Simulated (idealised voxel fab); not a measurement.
voxel double patterning: a process module
Cross-section cut spans 285 nm and uses square cells 5 nm in size.
Format of a cross-section: grid, square cells. Given as bands. Order: top down. Band: one or more rows of cells.
Band: top and bottom heights (nm) first, top before bottom; then materials from left to right, widths in nm. "edge to edge" marks a sole material filling the band edge to edge. "air" denotes empty space.
We count height from 0. Below that, the starting wafer is all one material. The lowest band never ends at the bottom but goes on down; see "z 0 and below" for how that is written.
The expression "30->40" gives the width at the extremes of the band, the first number at its top row of cells and the second at its bottom row, with the width changing by equal amounts from each row to the next in between.
The designation "no alterations made", where it is given for a processing step, indicates that no cell of the cross-section was altered in the course of that step.
"Fully sealed cavities" - sealed voids, min. 8 cells, no opening to top; format: width x height at distance (distance from left edge; nm throughout).
It should be noted that, on the line of a given step, the content following the step's settings is a remark produced by the simulator itself with respect to that step.
"overlay nm" answers the question of how far to the right of plan the mask lay on a step that has a mask, and when it is negative the answer is to the left.
Steps planned for the process
1: RECEIVE (material Si)
2: CONFORMAL_DEP (material SiO2; thk nm 5)
3: DIRECTIONAL_DEP (material polySi; thk nm 10)
4: DIRECTIONAL_DEP (material SiCN; thk nm 5)
5: MASKED_ETCH (tone open; mask id FIRST; width nm 15; pitch nm 50; etch materials SiCN; depth nm 5; overlay nm 0)
6: MASKED_ETCH (tone open; mask id SECOND; width nm 15; etch materials SiCN; depth nm 5; overlay nm 0)
7: DIRECTIONAL_ETCH (etch materials polySi; depth nm 20)
8: STRIP (etch materials SiCN)
Same starting wafers, different thk nm at step 3. Plan value belongs to the first wafer.
As-received state after step 1, first of several wafers, cross-section
    z 0 and below = Si edge to edge
    Fully sealed cavities: none
First of several wafers, sectioned at end of module (last step: step 8)
    z 15 to 5 = polySi 110 nm, air 15 nm, polySi 10 nm, air 15 nm, polySi 10 nm, air 15 nm, polySi 110 nm
    z 5 to 0 = SiO2 edge to edge
    z 0 and below = Si edge to edge
    Fully sealed cavities: none
Here we cross-sectioned the last of the wafers once the module was done
    z 40 to 20 = polySi 110 nm, air 15 nm, polySi 10 nm, air 15 nm, polySi 10 nm, air 15 nm, polySi 110 nm
    z 20 to 5 = polySi edge to edge
    z 5 to 0 = SiO2 edge to edge
    z 0 and below = Si edge to edge
    Fully sealed cavities: none
Take any row and you have a wafer at the end of the module: how many cells of each material it has gained (+) or lost (-) since it was received, and then its closed voids
thk nm 10, +57 SiO2, +96 polySi, Fully sealed cavities: none
thk nm 15, +57 SiO2, +144 polySi, Fully sealed cavities: none
thk nm 20, +57 SiO2, +192 polySi, Fully sealed cavities: none
thk nm 25, +57 SiO2, +249 polySi, Fully sealed cavities: none
thk nm 30, +57 SiO2, +306 polySi, Fully sealed cavities: none
thk nm 35, +57 SiO2, +363 polySi, Fully sealed cavities: none
